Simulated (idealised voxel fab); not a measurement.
process module | voxel gate over fins
cross-section cut | 225 nm wide | cells 5 nm
A cross-section is a grid of square cells, given in bands from the top down. A band is one or more rows of cells.
Each band's line starts with the height of the band's top and of its bottom, in nm. Then come its materials from left to right, each with its width in nm. One material with "throughout" fills the band from edge to edge. "air" is empty space.
Height 0 is the level under which the wafer as received is all one material. The lowest band goes on downwards, as in "0 down".
A width such as "30 to 40" changes by the same amount from each row of cells to the next, from the band's top row to its bottom row.
"no change" after a step means that no cell of the cross-section changed.
closed voids: empty space of 8 cells or more with no open way to the top, each as width x height at its distance from the left edge, in nm
after a step's settings: what the simulator itself notes on the step
overlay nm, on a step with a mask: how far to the right of its planned place the mask lay; to the left if negative
plan
1 op RECEIVE | material Si
2 op CONFORMAL_DEP | material SiN | thk nm 5
3 op PATTERN | tone cover | mask id FINS | material resist | width nm 15 | pitch nm 40 | thk nm 15 | overlay nm 0
4 op DIRECTIONAL_ETCH | etch materials SiN | depth nm 5
5 op DIRECTIONAL_ETCH | etch materials Si | depth nm 40
6 op STRIP | etch materials resist
7 op OXIDIZE | depth nm 5
8 op FILL_DEP | material SiO2 | thk nm 10
9 op CMP | height nm 5
10 op SELECTIVE_ETCH | etch materials SiO2 | depth nm 15
11 op STRIP | etch materials SiN
12 op CONFORMAL_DEP | material HfO2 | thk nm 5
13 op CONFORMAL_DEP | material TiN | thk nm 5
14 op FILL_DEP | material W | thk nm 15
15 op CMP | height nm 20
16 op CONFORMAL_DEP | material SiCN | thk nm 5
as received, after step 1
  0 down: Si throughout
  closed voids: none
a wafer at the end: this start, this plan, one mistake
  25 to 20: SiCN throughout
  20 to 10: W throughout
  10 to 5: W 40 | TiN 25 | W 15 | TiN 25 | W 15 | TiN 25 | W 15 | TiN 25 | W 40
  5 to 0: W 40 | TiN 5 | HfO2 15 | TiN 5 | W 15 | TiN 5 | HfO2 15 | TiN 5 | W 15 | TiN 5 | HfO2 15 | TiN 5 | W 15 | TiN 5 | HfO2 15 | TiN 5 | W 40
  0 to -5: TiN 45 | HfO2 5 | Si 5 | HfO2 5 | TiN 5 | W 15 | TiN 5 | HfO2 5 | Si 5 | HfO2 5 | TiN 5 | W 15 | TiN 5 | HfO2 5 | Si 5 | HfO2 5 | TiN 5 | W 15 | TiN 5 | HfO2 5 | Si 5 | HfO2 5 | TiN 45
  -5 to -10: HfO2 35 | TiN 10 | HfO2 5 | Si 5 | HfO2 5 | TiN 25 | HfO2 5 | Si 5 | HfO2 5 | TiN 25 | HfO2 5 | Si 5 | HfO2 5 | TiN 25 | HfO2 5 | Si 5 | HfO2 5 | TiN 10 | HfO2 35
  -10 to -15: SiO2 30 | HfO2 20 | Si 5 | HfO2 35 | Si 5 | HfO2 35 | Si 5 | HfO2 35 | Si 5 | HfO2 20 | SiO2 30
  -15 to -45: SiO2 50 | Si 5 | SiO2 35 | Si 5 | SiO2 35 | Si 5 | SiO2 35 | Si 5 | SiO2 50
  -45 down: Si throughout
  closed voids: none
what went wrong: steps 10 and 11 were swapped
